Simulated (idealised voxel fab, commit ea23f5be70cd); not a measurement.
The name of this process module is voxel local oxidation.
cross-section cut | 205 nm wide | cells 5 nm
In this document a cross-section is written as a grid of square cells. It is given as a series of bands, listed from the top down, and a band is one or more rows of cells.
Heights first: top, then bottom, in nm. Then materials, left to right, each with a width in nm. "throughout" on a single material: fills the band edge to edge. "blank": empty space.
Heights from 0 (as-received wafer is one material below). Bottom band endless downward, as "0 down".
Width "30 to 40": first value at the band's top row of cells, second value at its bottom row, equal change from row to row.
"identical to before" means the step left every cell of the cross-section as it was.
Under "Catalogued sealed voids" you'll find the enclosed gaps, the ones with no way out to the top, that are 8 cells or bigger; each reads width x height at distance, with distance counted from the left edge, everything in nm.
Whatever follows a step's settings on its line is a remark the simulator itself makes about that step.
overlay nm: how far to the right of its planned place the mask lay on this masked step (negative: to the left).
THE FOLLOWING LIST GIVES THE PLANNED PROCESS STEPS
1: RECEIVE,material Si
2: CONFORMAL_DEP,material SiO2,thk nm 5
3: CONFORMAL_DEP,material SiN,thk nm 10
4: DIRECTIONAL_DEP,material aC,thk nm 15
5: PATTERN,tone cover,mask id ACTIVE,material resist,width nm 105,thk nm 30,overlay nm 0
6: DIRECTIONAL_ETCH,etch materials aC,depth nm 15
7: STRIP,etch materials resist
8: DIRECTIONAL_ETCH,etch materials SiN,depth nm 10
9: STRIP,etch materials aC
10: SELECTIVE_ETCH,etch materials SiO2,depth nm 5
11: OXIDIZE,depth nm 15
12: STRIP,etch materials SiN
RECEIVED-STATE CROSS-SECTION, REFLECTING COMPLETION OF STEP 1
    0 down: Si throughout
    Catalogued sealed voids: none
FIRST OF TWO WAFERS, END-OF-MODULE SECTION, RUN FOLLOWED PLAN
    5 to 0: 55 nm blank, then 95 nm SiO2, then 55 nm blank
    0 to -15: 70 nm SiO2, then 65 nm Si, then 70 nm SiO2
    -15 down: Si throughout
    Catalogued sealed voids: none
HERE'S THE SECOND OF OUR TWO WAFERS SECTIONED AT MODULE END. SAME START AS THE FIRST, SAME PLAN, BUT ONE MISTAKE GOT MADE RUNNING IT
    5 to 0: 55 nm blank, then 100 nm SiO2, then 50 nm blank
    0 to -15: 70 nm SiO2, then 70 nm Si, then 65 nm SiO2
    -15 down: Si throughout
    Catalogued sealed voids: none
What went wrong in running the wafer? the process deviated at step 5: the operation and settings actually run there were PATTERN,tone cover,mask id ACTIVE,material resist,width nm 110,thk nm 30,overlay nm 0
Final tally in cells, some materials are higher or lower on the second wafer than on the first: Si: 3 more; SiO2: 2 fewer
